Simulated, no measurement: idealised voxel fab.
A process module follows: voxel transistor to metal.
The figure presents cross-section cut, which has a width of 295 nm and is divided into square cells with an edge length of 5 nm.
A cross-section in this document is a grid of square cells, and it is written down as bands, the top band listed before the ones below it; a band is made up of one or more rows of cells.
Look at the band entry: it leads with the top's height and the bottom's height in nm. Then it lists the materials left to right, with a width in nm for each. The word "everywhere" on a single material says that material fills the band edge to edge. The word "air" is empty space.
Heights from 0 (as-received wafer is one material below). Bottom band endless downward, as "from 0 down".
It should be noted that a width expressed as "30..40" varies in equal increments from row to row of cells within the band, taking the value of the first number at the top row and that of the second number at the bottom row.
Any step labelled "no change occurred" changed none of the cells in the cross-section.
This entry, "closed voids", enumerates those empty regions of no fewer than 8 cells that possess no open connection to the top. Each region is reported in the form width x height at distance, the distance being taken from the left edge, with all three quantities expressed in nm.
Where a step's line continues beyond its settings, the continuation is a remark by the simulator itself on that step.
Steps that use a mask can have "overlay nm" on their line. It says how far the mask sat to the right of where it was meant to be. Negative means to the left.
Before/after cross-section pairs, one process step each; after shown to lowest changed band; step and settings beneath. Pairs may be from different runs of this module on the same starting wafer; a pair continues from the one above only where its "Prior to processing" entry says so.
[Prior to processing]
* from 80 to 75 = 25 nm air; 30 nm SiN; 45 nm air; 30 nm SiN; 30 nm air; 30 nm SiN; 45 nm air; 30 nm SiN; 30 nm air
* from 75 to 55 = 25 nm air; 5 nm SiN; 20 nm Ru; 5 nm SiN; 45 nm air; 5 nm SiN; 20 nm Ru; 5 nm SiN; 30 nm air; 5 nm SiN; 20 nm Ru; 5 nm SiN; 45 nm air; 5 nm SiN; 20 nm Ru; 5 nm SiN; 30 nm air
* from 55 to 50 = 30 nm SiN; 20 nm TiN; 55 nm SiN; 20 nm TiN; 40 nm SiN; 20 nm TiN; 55 nm SiN; 20 nm TiN; 35 nm SiN
* from 50 to 40 = 30 nm SiO2; 5 nm TiN; 20 nm W; 5 nm TiN; 35 nm SiO2; 5 nm TiN; 20 nm W; 5 nm TiN; 40 nm SiO2; 5 nm TiN; 20 nm W; 5 nm TiN; 35 nm SiO2; 5 nm TiN; 20 nm W; 5 nm TiN; 35 nm SiO2
* from 40 to 35 = 30 nm SiO2; 5 nm TiN; 10 nm W; 15 nm TiN; 35 nm SiO2; 15 nm TiN; 10 nm W; 5 nm TiN; 40 nm SiO2; 5 nm TiN; 10 nm W; 15 nm TiN; 35 nm SiO2; 15 nm TiN; 10 nm W; 5 nm TiN; 35 nm SiO2
* from 35 to 25 = 30 nm SiO2; 5 nm TiN; 10 nm W; 5 nm TiN; 10 nm SiN; 5 nm SiO2; 25 nm SiCN; 5 nm SiO2; 10 nm SiN; 5 nm TiN; 10 nm W; 5 nm TiN; 40 nm SiO2; 5 nm TiN; 10 nm W; 5 nm TiN; 10 nm SiN; 5 nm SiO2; 25 nm SiCN; 5 nm SiO2; 10 nm SiN; 5 nm TiN; 10 nm W; 5 nm TiN; 35 nm SiO2
* from 25 to 15 = 30 nm SiO2; 5 nm TiN; 10 nm W; 5 nm TiN; 10 nm SiN; 5 nm SiO2; 25 nm polySi; 5 nm SiO2; 10 nm SiN; 5 nm TiN; 10 nm W; 5 nm TiN; 40 nm SiO2; 5 nm TiN; 10 nm W; 5 nm TiN; 10 nm SiN; 5 nm SiO2; 25 nm polySi; 5 nm SiO2; 10 nm SiN; 5 nm TiN; 10 nm W; 5 nm TiN; 35 nm SiO2
* from 15 to 10 = 30 nm SiO2; 20 nm TiN; 10 nm SiN; 5 nm SiO2; 25 nm polySi; 5 nm SiO2; 10 nm SiN; 20 nm TiN; 40 nm SiO2; 20 nm TiN; 10 nm SiN; 5 nm SiO2; 25 nm polySi; 5 nm SiO2; 10 nm SiN; 20 nm TiN; 35 nm SiO2
* from 10 to 0 = 30 nm SiO2; 5 nm TiN; 15 nm nSi; 10 nm SiN; 5 nm SiO2; 25 nm polySi; 5 nm SiO2; 10 nm SiN; 15 nm nSi; 5 nm TiN; 40 nm SiO2; 5 nm TiN; 15 nm nSi; 10 nm SiN; 5 nm SiO2; 25 nm polySi; 5 nm SiO2; 10 nm SiN; 15 nm nSi; 5 nm TiN; 35 nm SiO2
* from 0 to -5 = 30 nm SiO2; 5 nm TiN; 15 nm nSi; 55 nm SiO2; 15 nm nSi; 5 nm TiN; 40 nm SiO2; 5 nm TiN; 15 nm nSi; 55 nm SiO2; 15 nm nSi; 5 nm TiN; 35 nm SiO2
* from -5 to -20 = 30 nm SiO2; 20 nm nSi; 55 nm Si; 20 nm nSi; 40 nm SiO2; 20 nm nSi; 55 nm Si; 20 nm nSi; 35 nm SiO2
* from -20 to -35 = 30 nm SiO2; 95 nm Si; 40 nm SiO2; 95 nm Si; 35 nm SiO2
* from -35 down = Si everywhere
* closed voids: none
[Cross-Section After Step]
* from 85 to 80 = lowk everywhere
* from 80 to 75 = 25 nm lowk; 30 nm SiN; 45 nm lowk; 30 nm SiN; 30 nm lowk; 30 nm SiN; 45 nm lowk; 30 nm SiN; 30 nm lowk
* from 75 to 55 = 25 nm lowk; 5 nm SiN; 20 nm Ru; 5 nm SiN; 45 nm lowk; 5 nm SiN; 20 nm Ru; 5 nm SiN; 30 nm lowk; 5 nm SiN; 20 nm Ru; 5 nm SiN; 45 nm lowk; 5 nm SiN; 20 nm Ru; 5 nm SiN; 30 nm lowk
* Below 55 it's all the same as before, nothing changed down there.
* closed voids: none
Which step turns the before cross-section above into the after cross-section? FILL_DEP, material lowk, thk nm 5
Prior to processing: look at the pair above, its after cross-section is where this step starts.
[Cross-Section After Step]
* from 75 to 55 = 25 nm lowk; 5 nm SiN; 20 nm Ru; 5 nm SiN; 45 nm lowk; 5 nm SiN; 20 nm Ru; 5 nm SiN; 30 nm lowk; 5 nm SiN; 20 nm Ru; 5 nm SiN; 45 nm lowk; 5 nm SiN; 20 nm Ru; 5 nm SiN; 30 nm lowk
* Below 55 it's all the same as before, nothing changed down there.
* closed voids: none
Which step turns the before cross-section above into the after cross-section? CMP, height nm 75
Prior to processing: look at the pair above, its after cross-section is where this step starts.
[Cross-Section After Step]
* from 80 to 75 = SiCN everywhere
* Below 75 it's all the same as before, nothing changed down there.
* closed voids: none
Which step turns the before cross-section above into the after cross-section? CONFORMAL_DEP, material SiCN, thk nm 5
Prior to processing: look at the pair above, its after cross-section is where this step starts.
[Cross-Section After Step]
* from 105 to 80 = lowk everywhere
* Below 80 it's all the same as before, nothing changed down there.
* closed voids: none
Which step turns the before cross-section above into the after cross-section? DIRECTIONAL_DEP, material lowk, thk nm 25
Prior to processing: look at the pair above, its after cross-section is where this step starts.
[Cross-Section After Step]
* from 120 to 105 = aC everywhere
* Below 105 it's all the same as before, nothing changed down there.
* closed voids: none
Which step turns the before cross-section above into the after cross-section? DIRECTIONAL_DEP, material aC, thk nm 15
Prior to processing: look at the pair above, its after cross-section is where this step starts.
[Cross-Section After Step]
* from 155 to 120 = 30 nm resist; 20 nm air; 115 nm resist; 20 nm air; 110 nm resist
* Below 120 it's all the same as before, nothing changed down there.
* closed voids: none
Which step turns the before cross-section above into the after cross-section? PATTERN, tone open, mask id METAL_2, material resist, width nm 20, pitch nm 135, thk nm 35, overlay nm 0
Prior to processing: look at the pair above, its after cross-section is where this step starts.
[Cross-Section After Step]
* from 140 to 120 = 30 nm resist; 20 nm air; 115 nm resist; 20 nm air; 110 nm resist
* from 120 to 105 = 30 nm aC; 20 nm air; 115 nm aC; 20 nm air; 110 nm aC
* Below 105 it's all the same as before, nothing changed down there.
* closed voids: none
Which step turns the before cross-section above into the after cross-section? DIRECTIONAL_ETCH, etch materials aC, depth nm 15
Prior to processing: look at the pair above, its after cross-section is where this step starts.
[Cross-Section After Step]
* from 120 to 105 = 30 nm aC; 20 nm air; 115 nm aC; 20 nm air; 110 nm aC
* Below 105 it's all the same as before, nothing changed down there.
* closed voids: none
Which step turns the before cross-section above into the after cross-section? STRIP, etch materials resist
Prior to processing: look at the pair above, its after cross-section is where this step starts.
[Cross-Section After Step]
* from 120 to 105 = 30 nm aC; 20 nm air; 115 nm aC; 20 nm air; 110 nm aC
* from 105 to 90 = 30 nm lowk; 20 nm air; 115 nm lowk; 20 nm air; 110 nm lowk
* Below 90 it's all the same as before, nothing changed down there.
* closed voids: none
Which step turns the before cross-section above into the after cross-section? DIRECTIONAL_ETCH, etch materials lowk, depth nm 15
Prior to processing: look at the pair above, its after cross-section is where this step starts.
[Cross-Section After Step]
* from 105 to 90 = 30 nm lowk; 20 nm air; 115 nm lowk; 20 nm air; 110 nm lowk
* Below 90 it's all the same as before, nothing changed down there.
* closed voids: none
Which step turns the before cross-section above into the after cross-section? STRIP, etch materials aC
Prior to processing: look at the pair above, its after cross-section is where this step starts.
[Cross-Section After Step]
* from 115 to 105 = 30 nm aC; 20 nm air; 115 nm aC; 20 nm air; 110 nm aC
* from 105 to 100 = 30 nm lowk; 20 nm air; 115 nm lowk; 20 nm air; 110 nm lowk
* from 100 to 90 = 30 nm lowk; 20 nm aC; 115 nm lowk; 20 nm aC; 110 nm lowk
* Below 90 it's all the same as before, nothing changed down there.
* closed voids: none
Which step turns the before cross-section above into the after cross-section? DIRECTIONAL_DEP, material aC, thk nm 10
Prior to processing: look at the pair above, its after cross-section is where this step starts.
[Cross-Section After Step]
* from 140 to 115 = 30 nm resist; 15 nm air; 120 nm resist; 15 nm air; 115 nm resist
* from 115 to 105 = 30 nm aC; 15 nm air; 5 nm resist; 115 nm aC; 15 nm air; 5 nm resist; 110 nm aC
* from 105 to 100 = 30 nm lowk; 15 nm air; 5 nm resist; 115 nm lowk; 15 nm air; 5 nm resist; 110 nm lowk
* Below 100 it's all the same as before, nothing changed down there.
* closed voids: none
Which step turns the before cross-section above into the after cross-section? PATTERN, tone open, mask id METAL_2_HOLES, material resist, width nm 15, pitch nm 135, thk nm 25, overlay nm 0
Prior to processing: look at the pair above, its after cross-section is where this step starts.
[Cross-Section After Step]
* from 130 to 115 = 30 nm resist; 15 nm air; 120 nm resist; 15 nm air; 115 nm resist
* from 115 to 105 = 30 nm aC; 15 nm air; 5 nm resist; 115 nm aC; 15 nm air; 5 nm resist; 110 nm aC
* from 105 to 100 = 30 nm lowk; 15 nm air; 5 nm resist; 115 nm lowk; 15 nm air; 5 nm resist; 110 nm lowk
* from 100 to 90 = 30 nm lowk; 15 nm air; 5 nm aC; 115 nm lowk; 15 nm air; 5 nm aC; 110 nm lowk
* Below 90 it's all the same as before, nothing changed down there.
* closed voids: none
Which step turns the before cross-section above into the after cross-section? DIRECTIONAL_ETCH, etch materials aC, depth nm 10
Prior to processing: look at the pair above, its after cross-section is where this step starts.
[Cross-Section After Step]
* from 115 to 105 = 30 nm aC; 20 nm air; 115 nm aC; 20 nm air; 110 nm aC
* from 105 to 100 = 30 nm lowk; 20 nm air; 115 nm lowk; 20 nm air; 110 nm lowk
* Below 100 it's all the same as before, nothing changed down there.
* closed voids: none
Which step turns the before cross-section above into the after cross-section? STRIP, etch materials resist
Prior to processing: look at the pair above, its after cross-section is where this step starts.
[Cross-Section After Step]
* from 115 to 105 = 30 nm aC; 20 nm air; 115 nm aC; 20 nm air; 110 nm aC
* from 105 to 100 = 30 nm lowk; 20 nm air; 115 nm lowk; 20 nm air; 110 nm lowk
* from 100 to 90 = 30 nm lowk; 15 nm air; 5 nm aC; 115 nm lowk; 15 nm air; 5 nm aC; 110 nm lowk
* from 90 to 80 = 30 nm lowk; 15 nm air; 120 nm lowk; 15 nm air; 115 nm lowk
* Below 80 it's all the same as before, nothing changed down there.
* closed voids: none
Which step turns the before cross-section above into the after cross-section? DIRECTIONAL_ETCH, etch materials lowk, depth nm 10
Prior to processing: look at the pair above, its after cross-section is where this step starts.
[Cross-Section After Step]
* from 115 to 105 = 30 nm aC; 20 nm air; 115 nm aC; 20 nm air; 110 nm aC
* from 105 to 100 = 30 nm lowk; 20 nm air; 115 nm lowk; 20 nm air; 110 nm lowk
* from 100 to 90 = 30 nm lowk; 15 nm air; 5 nm aC; 115 nm lowk; 15 nm air; 5 nm aC; 110 nm lowk
* from 90 to 80 = 30 nm lowk; 15 nm air; 120 nm lowk; 15 nm air; 115 nm lowk
* from 80 to 75 = 30 nm SiCN; 15 nm air; 120 nm SiCN; 15 nm air; 115 nm SiCN
* Below 75 it's all the same as before, nothing changed down there.
* closed voids: none
Which step turns the before cross-section above into the after cross-section? DIRECTIONAL_ETCH, etch materials SiCN, depth nm 5
Prior to processing: look at the pair above, its after cross-section is where this step starts.
[Cross-Section After Step]
* from 105 to 90 = 30 nm lowk; 20 nm air; 115 nm lowk; 20 nm air; 110 nm lowk
* Below 90 it's all the same as before, nothing changed down there.
* closed voids: none
Which step turns the before cross-section above into the after cross-section? STRIP, etch materials aC
Prior to processing: look at the pair above, its after cross-section is where this step starts.
[Cross-Section After Step]
* from 110 to 105 = 35 nm TiN; 10 nm air; 125 nm TiN; 10 nm air; 115 nm TiN
* from 105 to 95 = 30 nm lowk; 5 nm TiN; 10 nm air; 5 nm TiN; 115 nm lowk; 5 nm TiN; 10 nm air; 5 nm TiN; 110 nm lowk
* from 95 to 90 = 30 nm lowk; 5 nm TiN; 5 nm air; 10 nm TiN; 115 nm lowk; 5 nm TiN; 5 nm air; 10 nm TiN; 110 nm lowk
* from 90 to 80 = 30 nm lowk; 5 nm TiN; 5 nm air; 5 nm TiN; 120 nm lowk; 5 nm TiN; 5 nm air; 5 nm TiN; 115 nm lowk
* from 80 to 75 = 30 nm SiCN; 15 nm TiN; 120 nm SiCN; 15 nm TiN; 115 nm SiCN
* Below 75 it's all the same as before, nothing changed down there.
* closed voids: none
Which step turns the before cross-section above into the after cross-section? CONFORMAL_DEP, material TiN, thk nm 5
Prior to processing: look at the pair above, its after cross-section is where this step starts.
[Cross-Section After Step]
* from 115 to 110 = Cu everywhere
* from 110 to 105 = 35 nm TiN; 10 nm Cu; 125 nm TiN; 10 nm Cu; 115 nm TiN
* from 105 to 95 = 30 nm lowk; 5 nm TiN; 10 nm Cu; 5 nm TiN; 115 nm lowk; 5 nm TiN; 10 nm Cu; 5 nm TiN; 110 nm lowk
* from 95 to 90 = 30 nm lowk; 5 nm TiN; 5 nm Cu; 10 nm TiN; 115 nm lowk; 5 nm TiN; 5 nm Cu; 10 nm TiN; 110 nm lowk
* from 90 to 80 = 30 nm lowk; 5 nm TiN; 5 nm Cu; 5 nm TiN; 120 nm lowk; 5 nm TiN; 5 nm Cu; 5 nm TiN; 115 nm lowk
* Below 80 it's all the same as before, nothing changed down there.
* closed voids: none
Which step turns the before cross-section above into the after cross-section? FILL_DEP, material Cu, thk nm 5
Prior to processing: look at the pair above, its after cross-section is where this step starts.
[Cross-Section After Step]
* from 105 to 95 = 30 nm lowk; 5 nm TiN; 10 nm Cu; 5 nm TiN; 115 nm lowk; 5 nm TiN; 10 nm Cu; 5 nm TiN; 110 nm lowk
* Below 95 it's all the same as before, nothing changed down there.
* closed voids: none
Which step turns the before cross-section above into the after cross-section? CMP, height nm 105
Prior to processing: look at the pair above, its after cross-section is where this step starts.
[Cross-Section After Step]
* from 110 to 105 = SiCN everywhere
* Below 105 it's all the same as before, nothing changed down there.
* closed voids: none
Which step turns the before cross-section above into the after cross-section? CONFORMAL_DEP, material SiCN, thk nm 5
[Prior to processing]
* from 35 to 25 = 65 nm air; 25 nm SiCN; 110 nm air; 25 nm SiCN; 70 nm air
* from 25 to 0 = 65 nm air; 25 nm polySi; 110 nm air; 25 nm polySi; 70 nm air
* from 0 to -5 = SiO2 everywhere
* from -5 to -35 = 30 nm SiO2; 95 nm Si; 40 nm SiO2; 95 nm Si; 35 nm SiO2
* from -35 down = Si everywhere
* closed voids: none
[Cross-Section After Step]
* from 35 to 25 = 65 nm air; 25 nm SiCN; 110 nm air; 25 nm SiCN; 70 nm air
* from 25 to 0 = 65 nm air; 25 nm polySi; 110 nm air; 25 nm polySi; 70 nm air
* from 0 to -5 = 65 nm air; 25 nm SiO2; 110 nm air; 25 nm SiO2; 70 nm air
* Below -5 it's all the same as before, nothing changed down there.
* closed voids: none
Which step turns the before cross-section above into the after cross-section? DIRECTIONAL_ETCH, etch materials SiO2, depth nm 5
Prior to processing: look at the pair above, its after cross-section is where this step starts.
[Cross-Section After Step]
* from 45 to 35 = 55 nm air; 45 nm SiN; 90 nm air; 45 nm SiN; 60 nm air
* from 35 to 25 = 55 nm air; 10 nm SiN; 25 nm SiCN; 10 nm SiN; 90 nm air; 10 nm SiN; 25 nm SiCN; 10 nm SiN; 60 nm air
* from 25 to 5 = 55 nm air; 10 nm SiN; 25 nm polySi; 10 nm SiN; 90 nm air; 10 nm SiN; 25 nm polySi; 10 nm SiN; 60 nm air
* from 5 to 0 = 65 nm SiN; 25 nm polySi; 110 nm SiN; 25 nm polySi; 70 nm SiN
* from 0 to -5 = 65 nm SiN; 25 nm SiO2; 110 nm SiN; 25 nm SiO2; 70 nm SiN
* Below -5 it's all the same as before, nothing changed down there.
* closed voids: none
Which step turns the before cross-section above into the after cross-section? CONFORMAL_DEP, material SiN, thk nm 10
Prior to processing: look at the pair above, its after cross-section is where this step starts.
[Cross-Section After Step]
* from 35 to 25 = 55 nm air; 10 nm SiN; 25 nm SiCN; 10 nm SiN; 90 nm air; 10 nm SiN; 25 nm SiCN; 10 nm SiN; 60 nm air
* from 25 to 0 = 55 nm air; 10 nm SiN; 25 nm polySi; 10 nm SiN; 90 nm air; 10 nm SiN; 25 nm polySi; 10 nm SiN; 60 nm air
* from 0 to -5 = 55 nm air; 10 nm SiN; 25 nm SiO2; 10 nm SiN; 90 nm air; 10 nm SiN; 25 nm SiO2; 10 nm SiN; 60 nm air
* Below -5 it's all the same as before, nothing changed down there.
* closed voids: none
Which step turns the before cross-section above into the after cross-section? DIRECTIONAL_ETCH, etch materials SiN, depth nm 10
Prior to processing: look at the pair above, its after cross-section is where this step starts.
[Cross-Section After Step]
* from 35 to 25 = 55 nm air; 10 nm SiN; 25 nm SiCN; 10 nm SiN; 90 nm air; 10 nm SiN; 25 nm SiCN; 10 nm SiN; 60 nm air
* from 25 to 0 = 55 nm air; 10 nm SiN; 25 nm polySi; 10 nm SiN; 90 nm air; 10 nm SiN; 25 nm polySi; 10 nm SiN; 60 nm air
* from 0 to -5 = 55 nm air; 10 nm SiN; 25 nm SiO2; 10 nm SiN; 90 nm air; 10 nm SiN; 25 nm SiO2; 10 nm SiN; 60 nm air
* from -5 to -10 = 30 nm air; 95 nm Si; 40 nm air; 95 nm Si; 35 nm air
* Below -10 it's all the same as before, nothing changed down there.
* closed voids: none
Which step turns the before cross-section above into the after cross-section? DIRECTIONAL_ETCH, etch materials SiO2, depth nm 5
Prior to processing: look at the pair above, its after cross-section is where this step starts.
[Cross-Section After Step]
* from 35 to 25 = 55 nm air; 10 nm SiN; 25 nm SiCN; 10 nm SiN; 90 nm air; 10 nm SiN; 25 nm SiCN; 10 nm SiN; 60 nm air
* from 25 to 0 = 55 nm air; 10 nm SiN; 25 nm polySi; 10 nm SiN; 90 nm air; 10 nm SiN; 25 nm polySi; 10 nm SiN; 60 nm air
* from 0 to -5 = 55 nm air; 10 nm SiN; 25 nm SiO2; 10 nm SiN; 90 nm air; 10 nm SiN; 25 nm SiO2; 10 nm SiN; 60 nm air
* from -5 to -10 = 55 nm air; 45 nm Si; 90 nm air; 45 nm Si; 60 nm air
* from -10 to -20 = 30 nm SiO2; 25 nm air; 45 nm Si; 25 nm air; 40 nm SiO2; 25 nm air; 45 nm Si; 25 nm air; 35 nm SiO2
* Below -20 it's all the same as before, nothing changed down there.
* closed voids: none
Which step turns the before cross-section above into the after cross-section? DIRECTIONAL_ETCH, etch materials Si, depth nm 15
Prior to processing: look at the pair above, its after cross-section is where this step starts.
[Cross-Section After Step]
* from 35 to 25 = 55 nm air; 10 nm SiN; 25 nm SiCN; 10 nm SiN; 90 nm air; 10 nm SiN; 25 nm SiCN; 10 nm SiN; 60 nm air
* from 25 to 10 = 55 nm air; 10 nm SiN; 25 nm polySi; 10 nm SiN; 90 nm air; 10 nm SiN; 25 nm polySi; 10 nm SiN; 60 nm air
* from 10 to 0 = 40 nm air; 15 nm nSi; 10 nm SiN; 25 nm polySi; 10 nm SiN; 15 nm nSi; 60 nm air; 15 nm nSi; 10 nm SiN; 25 nm polySi; 10 nm SiN; 15 nm nSi; 45 nm air
* from 0 to -5 = 40 nm air; 15 nm nSi; 10 nm SiN; 25 nm SiO2; 10 nm SiN; 15 nm nSi; 60 nm air; 15 nm nSi; 10 nm SiN; 25 nm SiO2; 10 nm SiN; 15 nm nSi; 45 nm air
* from -5 to -10 = 25 nm air; 30 nm nSi; 45 nm Si; 30 nm nSi; 30 nm air; 30 nm nSi; 45 nm Si; 30 nm nSi; 30 nm air
* from -10 to -20 = 30 nm SiO2; 25 nm nSi; 45 nm Si; 25 nm nSi; 40 nm SiO2; 25 nm nSi; 45 nm Si; 25 nm nSi; 35 nm SiO2
* Below -20 it's all the same as before, nothing changed down there.
* closed voids: none
Which step turns the before cross-section above into the after cross-section? EPI, material nSi, thk nm 15
Prior to processing: look at the pair above, its after cross-section is where this step starts.
[Cross-Section After Step]
* from 45 to 35 = SiO2 everywhere
* from 35 to 25 = 55 nm SiO2; 10 nm SiN; 25 nm SiCN; 10 nm SiN; 90 nm SiO2; 10 nm SiN; 25 nm SiCN; 10 nm SiN; 60 nm SiO2
* from 25 to 10 = 55 nm SiO2; 10 nm SiN; 25 nm polySi; 10 nm SiN; 90 nm SiO2; 10 nm SiN; 25 nm polySi; 10 nm SiN; 60 nm SiO2
* from 10 to 0 = 40 nm SiO2; 15 nm nSi; 10 nm SiN; 25 nm polySi; 10 nm SiN; 15 nm nSi; 60 nm SiO2; 15 nm nSi; 10 nm SiN; 25 nm polySi; 10 nm SiN; 15 nm nSi; 45 nm SiO2
* from 0 to -5 = 40 nm SiO2; 15 nm nSi; 10 nm SiN; 25 nm SiO2; 10 nm SiN; 15 nm nSi; 60 nm SiO2; 15 nm nSi; 10 nm SiN; 25 nm SiO2; 10 nm SiN; 15 nm nSi; 45 nm SiO2
* from -5 to -10 = 25 nm SiO2; 30 nm nSi; 45 nm Si; 30 nm nSi; 30 nm SiO2; 30 nm nSi; 45 nm Si; 30 nm nSi; 30 nm SiO2
* Below -10 it's all the same as before, nothing changed down there.
* closed voids: none
Which step turns the before cross-section above into the after cross-section? FILL_DEP, material SiO2, thk nm 10
Prior to processing: look at the pair above, its after cross-section is where this step starts.
[Cross-Section After Step]
* from 35 to 25 = 55 nm SiO2; 10 nm SiN; 25 nm SiCN; 10 nm SiN; 90 nm SiO2; 10 nm SiN; 25 nm SiCN; 10 nm SiN; 60 nm SiO2
* Below 25 it's all the same as before, nothing changed down there.
* closed voids: none
Which step turns the before cross-section above into the after cross-section? CMP, height nm 35
Prior to processing: look at the pair above, its after cross-section is where this step starts.
[Cross-Section After Step]
* from 50 to 35 = SiO2 everywhere
* Below 35 it's all the same as before, nothing changed down there.
* closed voids: none
Which step turns the before cross-section above into the after cross-section? DIRECTIONAL_DEP, material SiO2, thk nm 15
Prior to processing: look at the pair above, its after cross-section is where this step starts.
[Cross-Section After Step]
* from 65 to 50 = aC everywhere
* Below 50 it's all the same as before, nothing changed down there.
* closed voids: none
Which step turns the before cross-section above into the after cross-section? DIRECTIONAL_DEP, material aC, thk nm 15
Prior to processing: look at the pair above, its after cross-section is where this step starts.
[Cross-Section After Step]
* from 95 to 65 = 30 nm resist; 30 nm air; 35 nm resist; 30 nm air; 40 nm resist; 30 nm air; 35 nm resist; 30 nm air; 35 nm resist
* Below 65 it's all the same as before, nothing changed down there.
* closed voids: none
Which step turns the before cross-section above into the after cross-section? PATTERN, tone open, mask id CONTACT, material resist, width nm 30, thk nm 30, overlay nm 0
Prior to processing: look at the pair above, its after cross-section is where this step starts.
[Cross-Section After Step]
* from 80 to 65 = 30 nm resist; 30 nm air; 35 nm resist; 30 nm air; 40 nm resist; 30 nm air; 35 nm resist; 30 nm air; 35 nm resist
* from 65 to 50 = 30 nm aC; 30 nm air; 35 nm aC; 30 nm air; 40 nm aC; 30 nm air; 35 nm aC; 30 nm air; 35 nm aC
* Below 50 it's all the same as before, nothing changed down there.
* closed voids: none
Which step turns the before cross-section above into the after cross-section? DIRECTIONAL_ETCH, etch materials aC, depth nm 15
Prior to processing: look at the pair above, its after cross-section is where this step starts.
[Cross-Section After Step]
* from 65 to 50 = 30 nm aC; 30 nm air; 35 nm aC; 30 nm air; 40 nm aC; 30 nm air; 35 nm aC; 30 nm air; 35 nm aC
* Below 50 it's all the same as before, nothing changed down there.
* closed voids: none
Which step turns the before cross-section above into the after cross-section? STRIP, etch materials resist
Prior to processing: look at the pair above, its after cross-section is where this step starts.
[Cross-Section After Step]
* from 65 to 50 = 30 nm aC; 30 nm air; 35 nm aC; 30 nm air; 40 nm aC; 30 nm air; 35 nm aC; 30 nm air; 35 nm aC
* from 50 to 35 = 30 nm SiO2; 30 nm air; 35 nm SiO2; 30 nm air; 40 nm SiO2; 30 nm air; 35 nm SiO2; 30 nm air; 35 nm SiO2
* from 35 to 25 = 30 nm SiO2; 25 nm air; 10 nm SiN; 25 nm SiCN; 10 nm SiN; 25 nm air; 40 nm SiO2; 25 nm air; 10 nm SiN; 25 nm SiCN; 10 nm SiN; 25 nm air; 35 nm SiO2
* from 25 to 10 = 30 nm SiO2; 25 nm air; 10 nm SiN; 25 nm polySi; 10 nm SiN; 25 nm air; 40 nm SiO2; 25 nm air; 10 nm SiN; 25 nm polySi; 10 nm SiN; 25 nm air; 35 nm SiO2
* from 10 to 0 = 30 nm SiO2; 10 nm air; 15 nm nSi; 10 nm SiN; 25 nm polySi; 10 nm SiN; 15 nm nSi; 10 nm air; 40 nm SiO2; 10 nm air; 15 nm nSi; 10 nm SiN; 25 nm polySi; 10 nm SiN; 15 nm nSi; 10 nm air; 35 nm SiO2
* from 0 to -5 = 30 nm SiO2; 10 nm air; 15 nm nSi; 10 nm SiN; 25 nm SiO2; 10 nm SiN; 15 nm nSi; 10 nm air; 40 nm SiO2; 10 nm air; 15 nm nSi; 10 nm SiN; 25 nm SiO2; 10 nm SiN; 15 nm nSi; 10 nm air; 35 nm SiO2
* Below -5 it's all the same as before, nothing changed down there.
* closed voids: none
Which step turns the before cross-section above into the after cross-section? DIRECTIONAL_ETCH, etch materials SiO2, depth nm 55
Prior to processing: look at the pair above, its after cross-section is where this step starts.
[Cross-Section After Step]
* from 50 to 35 = 30 nm SiO2; 30 nm air; 35 nm SiO2; 30 nm air; 40 nm SiO2; 30 nm air; 35 nm SiO2; 30 nm air; 35 nm SiO2
* Below 35 it's all the same as before, nothing changed down there.
* closed voids: none
Which step turns the before cross-section above into the after cross-section? STRIP, etch materials aC
Prior to processing: look at the pair above, its after cross-section is where this step starts.
[Cross-Section After Step]
* from 55 to 50 = 35 nm TiN; 20 nm air; 45 nm TiN; 20 nm air; 50 nm TiN; 20 nm air; 45 nm TiN; 20 nm air; 40 nm TiN
* from 50 to 40 = 30 nm SiO2; 5 nm TiN; 20 nm air; 5 nm TiN; 35 nm SiO2; 5 nm TiN; 20 nm air; 5 nm TiN; 40 nm SiO2; 5 nm TiN; 20 nm air; 5 nm TiN; 35 nm SiO2; 5 nm TiN; 20 nm air; 5 nm TiN; 35 nm SiO2
* from 40 to 35 = 30 nm SiO2; 5 nm TiN; 15 nm air; 10 nm TiN; 35 nm SiO2; 10 nm TiN; 15 nm air; 5 nm TiN; 40 nm SiO2; 5 nm TiN; 15 nm air; 10 nm TiN; 35 nm SiO2; 10 nm TiN; 15 nm air; 5 nm TiN; 35 nm SiO2
* from 35 to 25 = 30 nm SiO2; 5 nm TiN; 15 nm air; 5 nm TiN; 10 nm SiN; 25 nm SiCN; 10 nm SiN; 5 nm TiN; 15 nm air; 5 nm TiN; 40 nm SiO2; 5 nm TiN; 15 nm air; 5 nm TiN; 10 nm SiN; 25 nm SiCN; 10 nm SiN; 5 nm TiN; 15 nm air; 5 nm TiN; 35 nm SiO2
* from 25 to 15 = 30 nm SiO2; 5 nm TiN; 15 nm air; 5 nm TiN; 10 nm SiN; 25 nm polySi; 10 nm SiN; 5 nm TiN; 15 nm air; 5 nm TiN; 40 nm SiO2; 5 nm TiN; 15 nm air; 5 nm TiN; 10 nm SiN; 25 nm polySi; 10 nm SiN; 5 nm TiN; 15 nm air; 5 nm TiN; 35 nm SiO2
* from 15 to 10 = 30 nm SiO2; 25 nm TiN; 10 nm SiN; 25 nm polySi; 10 nm SiN; 25 nm TiN; 40 nm SiO2; 25 nm TiN; 10 nm SiN; 25 nm polySi; 10 nm SiN; 25 nm TiN; 35 nm SiO2
* from 10 to 0 = 30 nm SiO2; 10 nm TiN; 15 nm nSi; 10 nm SiN; 25 nm polySi; 10 nm SiN; 15 nm nSi; 10 nm TiN; 40 nm SiO2; 10 nm TiN; 15 nm nSi; 10 nm SiN; 25 nm polySi; 10 nm SiN; 15 nm nSi; 10 nm TiN; 35 nm SiO2
* from 0 to -5 = 30 nm SiO2; 10 nm TiN; 15 nm nSi; 10 nm SiN; 25 nm SiO2; 10 nm SiN; 15 nm nSi; 10 nm TiN; 40 nm SiO2; 10 nm TiN; 15 nm nSi; 10 nm SiN; 25 nm SiO2; 10 nm SiN; 15 nm nSi; 10 nm TiN; 35 nm SiO2
* Below -5 it's all the same as before, nothing changed down there.
* closed voids: none
Which step turns the before cross-section above into the after cross-section? CONFORMAL_DEP, material TiN, thk nm 5
